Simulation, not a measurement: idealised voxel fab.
process module | voxel gate over fins
cross-section cut | 195 nm wide | cells 5 nm
A cross-section is a grid of square cells, given in bands from the top down. A band is one or more rows of cells.
Each band's line starts with the height of the band's top and of its bottom, in nm. Then come its materials from left to right, each with its width in nm. One material with "throughout" fills the band from edge to edge. "air" is empty space.
Height 0 is the level under which the wafer as received is all one material. The lowest band goes on downwards, as in "0 down".
A width such as "30 to 40" changes by the same amount from each row of cells to the next, from the band's top row to its bottom row.
"no change" after a step means that no cell of the cross-section changed.
closed voids: empty space of 8 cells or more with no open way to the top, each as width x height at its distance from the left edge, in nm
after a step's settings: what the simulator itself notes on the step
overlay nm, on a step with a mask: how far to the right of its planned place the mask lay; to the left if negative
plan
1 op RECEIVE | material Si
2 op CONFORMAL_DEP | material SiN | thk nm 10
3 op PATTERN | tone cover | mask id FINS | material resist | width nm 15 | pitch nm 40 | thk nm 15 | overlay nm 0
4 op DIRECTIONAL_ETCH | etch materials SiN | depth nm 10
5 op DIRECTIONAL_ETCH | etch materials Si | depth nm 30
6 op STRIP | etch materials resist
7 op OXIDIZE | depth nm 5
8 op FILL_DEP | material SiO2 | thk nm 5
9 op CMP | height nm 10
10 op SELECTIVE_ETCH | etch materials SiO2 | depth nm 25
11 op STRIP | etch materials SiN
12 op CONFORMAL_DEP | material HfO2 | thk nm 5
13 op CONFORMAL_DEP | material TiN | thk nm 5
14 op CONFORMAL_DEP | material TiAl | thk nm 5
15 op CONFORMAL_DEP | material TiN | thk nm 5
16 op FILL_DEP | material W | thk nm 15
17 op CMP | height nm 30
18 op CONFORMAL_DEP | material SiCN | thk nm 5
as received, after step 1
  0 down: Si throughout
  closed voids: none
a wafer at the end: this start, this plan, one mistake
  35 to 30: SiCN throughout
  30 to 20: W throughout
  20 to 15: W 55 | TiAl 85 | W 55
  15 to 5: W 55 | TiAl 5 | TiN 35 | TiAl 5 | TiN 35 | TiAl 5 | W 55
  5 to 0: TiAl 60 | TiN 10 | HfO2 15 | TiN 10 | TiAl 5 | TiN 10 | HfO2 15 | TiN 10 | TiAl 60
  0 to -10: TiN 70 | HfO2 5 | Si 5 | HfO2 5 | TiN 25 | HfO2 5 | Si 5 | HfO2 5 | TiN 70
  -10 to -15: HfO2 75 | Si 5 | HfO2 35 | Si 5 | HfO2 75
  -15 to -35: SiO2 75 | Si 5 | SiO2 35 | Si 5 | SiO2 75
  -35 down: Si throughout
  closed voids: none
what went wrong: steps 14 and 15 were swapped
